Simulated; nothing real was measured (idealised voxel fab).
The process module presented herein is designated voxel fin reveal.
Cross-section cut spans 160 nm and uses square cells 5 nm in size.
In this document a cross-section is written as a grid of square cells. It is given as a series of bands, listed from the top down, and a band is one or more rows of cells. Band: top and bottom heights (nm) first, top before bottom; then materials from left to right, widths in nm. "throughout" marks a sole material filling the band edge to edge. "blank" denotes empty space. It should be noted that heights are counted from 0, beneath which the wafer as supplied is of one material throughout, and that the lowest band possesses no lower boundary but continues downward, as written in "z 0 and below". With a width like "30->40", each row of cells in the band differs from the next by the same amount, the top row carrying the first number and the bottom row the second. Basically "nothing got changed" means that step didn't change any cell in the cross-section. What "Sealed internal voids" gives you is every empty space of 8 cells or more that is cut off from the top. Each appears as width x height at distance, with the distance taken from the left edge and width, height and distance all in nm. Text after the settings on a step's line: the simulator's own remark on that step. The line of a step may include "overlay nm". On a step with a mask, this value is how far to the right of its planned place the mask lay. A negative value means the mask lay to the left.

Here's what the planned process steps look like
| 1 | RECEIVE with material Si |
| 2 | CONFORMAL_DEP with material SiN, thk nm 10 |
| 3 | DIRECTIONAL_DEP with material aC, thk nm 15 |
| 4 | PATTERN with tone cover, mask id FINS, material resist, width nm 15, pitch nm 40, thk nm 35, overlay nm 0 |
| 5 | DIRECTIONAL_ETCH with etch materials aC, depth nm 15 |
| 6 | STRIP with etch materials resist |
| 7 | DIRECTIONAL_ETCH with etch materials SiN, depth nm 10 |
| 8 | DIRECTIONAL_ETCH with etch materials Si, depth nm 30 |
| 9 | STRIP with etch materials aC |
| 10 | FILL_DEP with material SiO2, thk nm 15 |
| 11 | CMP with height nm 10 |
| 12 | SELECTIVE_ETCH with etch materials SiO2, depth nm 25 |
| 13 | STRIP with etch materials SiN |
| 14 | CONFORMAL_DEP with material HfO2, thk nm 5 |

Wafer at receipt (post step 1), cross-section
* z 0 and below | Si throughout
* Sealed internal voids: none

End-of-module cross-section of the first of two wafers, processed as planned
* z 5 to 0 | blank 25 nm | HfO2 25 nm | blank 15 nm | HfO2 25 nm | blank 15 nm | HfO2 25 nm | blank 30 nm
* z 0 to -10 | blank 25 nm | HfO2 5 nm | Si 15 nm | HfO2 5 nm | blank 15 nm | HfO2 5 nm | Si 15 nm | HfO2 5 nm | blank 15 nm | HfO2 5 nm | Si 15 nm | HfO2 5 nm | blank 30 nm
* z -10 to -15 | HfO2 30 nm | Si 15 nm | HfO2 25 nm | Si 15 nm | HfO2 25 nm | Si 15 nm | HfO2 35 nm
* z -15 to -30 | SiO2 30 nm | Si 15 nm | SiO2 25 nm | Si 15 nm | SiO2 25 nm | Si 15 nm | SiO2 35 nm
* z -30 and below | Si throughout
* Sealed internal voids: none

Module end: cross-section of wafer two of two. Same start and process plan as the first wafer. One mistake during execution
* z 5 to 0 | blank 20 nm | HfO2 35 nm | blank 5 nm | HfO2 35 nm | blank 5 nm | HfO2 35 nm | blank 25 nm
* z 0 to -10 | blank 20 nm | HfO2 5 nm | Si 25 nm | HfO2 5 nm | blank 5 nm | HfO2 5 nm | Si 25 nm | HfO2 5 nm | blank 5 nm | HfO2 5 nm | Si 25 nm | HfO2 5 nm | blank 25 nm
* z -10 to -15 | HfO2 25 nm | Si 25 nm | HfO2 15 nm | Si 25 nm | HfO2 15 nm | Si 25 nm | HfO2 30 nm
* z -15 to -30 | SiO2 25 nm | Si 25 nm | SiO2 15 nm | Si 25 nm | SiO2 15 nm | Si 25 nm | SiO2 30 nm
* z -30 and below | Si throughout
* Sealed internal voids: none
Run error: step 4, actual vs plan mismatch, actual run PATTERN with tone cover, mask id FINS, material resist, width nm 25, pitch nm 40, thk nm 35, overlay nm 0
Bottom line after processing is that, in cells, the second wafer is up or down on some materials versus the first: Si: 36 more | SiO2: 18 fewer
